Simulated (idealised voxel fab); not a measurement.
Title: Process Module voxel spacer lines
Section cut is 225 nm wide and gridded with 5 nm square cells.
If you're reading a cross-section in this doc, picture square cells in a grid; it comes to you as bands, top ones listed first down to the bottom, and a band can be one or more rows of cells.
Quick guide to a band line: top height, bottom height (nm) up front; then every material left to right with its width in nm. Only one material and it's marked "full width"? Then it fills the band edge to edge. And "air" just means empty space.
Heads up on the height convention: 0 is the point under which the incoming wafer is all one material, and the lowest band has no bottom, it just keeps going down, like "z 0 and below".
Read "30 to 40" as a graded width: first number on top, second number at the bottom, same change between each pair of neighbouring rows.
"all unchanged" means the step left every cell of the cross-section as it was.
Entry "Enclosed internal voids". Content: empty spaces with no open connection to the top, size 8 cells or greater. Each: width x height at distance. Distance: from left edge. Unit: nm.
Anything after a step's settings on that line? It's the simulator's own note about the step.
overlay nm: how far to the right of its planned place the mask lay on this masked step (negative: to the left).
## The steps planned for the process are as follows
1: RECEIVE: material Si
2: CONFORMAL_DEP: material SiO2, thk nm 5
3: DIRECTIONAL_DEP: material TiN, thk nm 20
4: DIRECTIONAL_DEP: material polySi, thk nm 25
5: PATTERN: tone cover, mask id MANDREL, material resist, width nm 15, pitch nm 50, thk nm 35, overlay nm 0
6: DIRECTIONAL_ETCH: etch materials polySi, depth nm 25
7: STRIP: etch materials resist
8: CONFORMAL_DEP: material SiN, thk nm 10
9: DIRECTIONAL_ETCH: etch materials SiN, depth nm 10
10: STRIP: etch materials polySi
11: DIRECTIONAL_ETCH: etch materials TiN, depth nm 20
12: STRIP: etch materials SiN
## Wafer, first of two, run as planned
## Delivered wafer in cross-section: state after step 1
  z 0 and below  Si full width
  Enclosed internal voids: none
## The wafer in cross-section once step 2 is complete
  z 5 to 0  SiO2 full width
  Below 0, no change.
## The wafer in cross-section once step 3 is complete
  z 25 to 5  TiN full width
  Below 5, no change.
## The wafer in cross-section once step 4 is complete
  z 50 to 25  polySi full width
  Below 25, no change.
## The wafer in cross-section once step 5 is complete
  z 85 to 50  air=55, then resist=15, then air=35, then resist=15, then air=35, then resist=15, then air=55
  Below 50, no change.
## The wafer in cross-section once step 6 is complete
  z 85 to 50  air=55, then resist=15, then air=35, then resist=15, then air=35, then resist=15, then air=55
  z 50 to 25  air=55, then polySi=15, then air=35, then polySi=15, then air=35, then polySi=15, then air=55
  Below 25, no change.
## The wafer in cross-section once step 7 is complete
  z 50 to 25  air=55, then polySi=15, then air=35, then polySi=15, then air=35, then polySi=15, then air=55
  Below 25, no change.
## The wafer in cross-section once step 8 is complete
  z 60 to 50  air=45, then SiN=35, then air=15, then SiN=35, then air=15, then SiN=35, then air=45
  z 50 to 35  air=45, then SiN=10, then polySi=15, then SiN=10, then air=15, then SiN=10, then polySi=15, then SiN=10, then air=15, then SiN=10, then polySi=15, then SiN=10, then air=45
  z 35 to 25  SiN=55, then polySi=15, then SiN=35, then polySi=15, then SiN=35, then polySi=15, then SiN=55
  Below 25, no change.
## The wafer in cross-section once step 9 is complete
  z 50 to 25  air=45, then SiN=10, then polySi=15, then SiN=10, then air=15, then SiN=10, then polySi=15, then SiN=10, then air=15, then SiN=10, then polySi=15, then SiN=10, then air=45
  Below 25, no change.
## The wafer in cross-section once step 10 is complete
  z 50 to 25  air=45, then SiN=10, then air=15, then SiN=10, then air=15, then SiN=10, then air=15, then SiN=10, then air=15, then SiN=10, then air=15, then SiN=10, then air=45
  Below 25, no change.
## The wafer in cross-section once step 11 is complete
  z 50 to 25  air=45, then SiN=10, then air=15, then SiN=10, then air=15, then SiN=10, then air=15, then SiN=10, then air=15, then SiN=10, then air=15, then SiN=10, then air=45
  z 25 to 5  air=45, then TiN=10, then air=15, then TiN=10, then air=15, then TiN=10, then air=15, then TiN=10, then air=15, then TiN=10, then air=15, then TiN=10, then air=45
  Below 5, no change.
## The wafer in cross-section once step 12 is complete
  z 25 to 5  air=45, then TiN=10, then air=15, then TiN=10, then air=15, then TiN=10, then air=15, then TiN=10, then air=15, then TiN=10, then air=15, then TiN=10, then air=45
  Below 5, no change.
## Second Wafer (Identical Start and Plan, One Processing Error; Matches First Wafer Through Step 4)
## Second wafer, sectioned view, at step 5's planned end time
  z 85 to 50  air=55, then resist=20, then air=30, then resist=20, then air=30, then resist=20, then air=50
  Below 50, no change.
## Second wafer, sectioned view, at step 6's planned end time
  z 85 to 50  air=55, then resist=20, then air=30, then resist=20, then air=30, then resist=20, then air=50
  z 50 to 25  air=55, then polySi=20, then air=30, then polySi=20, then air=30, then polySi=20, then air=50
  Below 25, no change.
## Second wafer, sectioned view, at step 7's planned end time
  z 50 to 25  air=55, then polySi=20, then air=30, then polySi=20, then air=30, then polySi=20, then air=50
  Below 25, no change.
## Second wafer, sectioned view, at step 8's planned end time
  z 60 to 50  air=45, then SiN=40, then air=10, then SiN=40, then air=10, then SiN=40, then air=40
  z 50 to 35  air=45, then SiN=10, then polySi=20, then SiN=10, then air=10, then SiN=10, then polySi=20, then SiN=10, then air=10, then SiN=10, then polySi=20, then SiN=10, then air=40
  z 35 to 25  SiN=55, then polySi=20, then SiN=30, then polySi=20, then SiN=30, then polySi=20, then SiN=50
  Below 25, no change.
## Second wafer, sectioned view, at step 9's planned end time
  z 50 to 25  air=45, then SiN=10, then polySi=20, then SiN=10, then air=10, then SiN=10, then polySi=20, then SiN=10, then air=10, then SiN=10, then polySi=20, then SiN=10, then air=40
  Below 25, no change.
## Second wafer, sectioned view, at step 10's planned end time
  z 50 to 25  air=45, then SiN=10, then air=20, then SiN=10, then air=10, then SiN=10, then air=20, then SiN=10, then air=10, then SiN=10, then air=20, then SiN=10, then air=40
  Below 25, no change.
## Second wafer, sectioned view, at step 11's planned end time
  z 50 to 25  air=45, then SiN=10, then air=20, then SiN=10, then air=10, then SiN=10, then air=20, then SiN=10, then air=10, then SiN=10, then air=20, then SiN=10, then air=40
  z 25 to 5  air=45, then TiN=10, then air=20, then TiN=10, then air=10, then TiN=10, then air=20, then TiN=10, then air=10, then TiN=10, then air=20, then TiN=10, then air=40
  Below 5, no change.
## Second wafer, sectioned view, at step 12's planned end time
  z 25 to 5  air=45, then TiN=10, then air=20, then TiN=10, then air=10, then TiN=10, then air=20, then TiN=10, then air=10, then TiN=10, then air=20, then TiN=10, then air=40
  Below 5, no change.
Deviation from plan: step 5: run off-plan, actual operation and settings PATTERN: tone cover, mask id MANDREL, material resist, width nm 20, pitch nm 50, thk nm 35, overlay nm 0
If you tally the cells, the second wafer ends up with the same amount of every material as the first; it's all just sitting in different places.
